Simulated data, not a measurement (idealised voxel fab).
You're looking at the process module voxel trench capacitor.
Section cut is 175 nm wide and gridded with 5 nm square cells.
Just so we're on the same page, the cross-sections are grids of square cells, and they're listed out in bands top to bottom, each band one or more rows deep.
Top, bottom (nm), then materials left to right with widths (nm); lone material tagged "full width" fills the whole band edge to edge; "air" = empty space.
Height is counted from the level 0, under which the received wafer is composed throughout of one material. The lowest of the bands is not closed at the bottom but continues downward, in the notation "0 down".
The notation "30 to 40" denotes a width that varies across the rows of cells in the band, beginning at the first number in the top row, finishing at the second number in the bottom row, and changing by an identical amount from each row to the next.
You'll sometimes find "no modifications" written for a step, and that's the way of saying that nowhere in the cross-section did a cell change during that step.
The list in "Fully sealed cavities" covers empty spaces of 8 cells or more that cannot reach the top through any open way, and it gives each as width x height at distance; the distance is from the left edge, and width, height and distance are in nm.
after a step's settings: what the simulator itself notes on the step
The line of a step may include "overlay nm". On a step with a mask, this value is how far to the right of its planned place the mask lay. A negative value means the mask lay to the left.
[So here's the lineup of process steps we planned]
1: RECEIVE,material Si
2: CONFORMAL_DEP,material SiN,thk nm 5
3: DIRECTIONAL_DEP,material aC,thk nm 15
4: PATTERN,tone open,mask id TRENCH,material resist,width nm 30,pitch nm 60,thk nm 35,overlay nm 0
5: DIRECTIONAL_ETCH,etch materials aC,depth nm 15
6: STRIP,etch materials resist
7: DIRECTIONAL_ETCH,etch materials SiN,depth nm 5
8: DIRECTIONAL_ETCH,etch materials Si,depth nm 40
9: STRIP,etch materials aC
10: CONFORMAL_DEP,material HfO2,thk nm 5
11: CONFORMAL_DEP,material TiN,thk nm 5
12: FILL_DEP,material W,thk nm 5
13: CMP,height nm 5
[Here's what the wafer looked like in cross-section when it arrived - that's after step 1]
  0 down  Si full width
  Fully sealed cavities: none
[Below is the wafer in cross-section after the module was completed. It began from the starting point shown above and followed the plan shown above, except that one mistake was made while running it]
  5 to 0  40 nm SiN  5 nm TiN  5 nm HfO2  10 nm W  5 nm HfO2  5 nm TiN  30 nm SiN  5 nm TiN  5 nm HfO2  10 nm W  5 nm HfO2  5 nm TiN  45 nm SiN
  0 to -30  40 nm Si  5 nm TiN  5 nm HfO2  10 nm W  5 nm HfO2  5 nm TiN  30 nm Si  5 nm TiN  5 nm HfO2  10 nm W  5 nm HfO2  5 nm TiN  45 nm Si
  -30 to -35  40 nm Si  5 nm TiN  20 nm HfO2  5 nm TiN  30 nm Si  5 nm TiN  20 nm HfO2  5 nm TiN  45 nm Si
  -35 to -40  40 nm Si  30 nm TiN  30 nm Si  30 nm TiN  45 nm Si
  -40 down  Si full width
  Fully sealed cavities: none
Finding, execution versus plan: steps 10 and 11: order swapped relative to plan
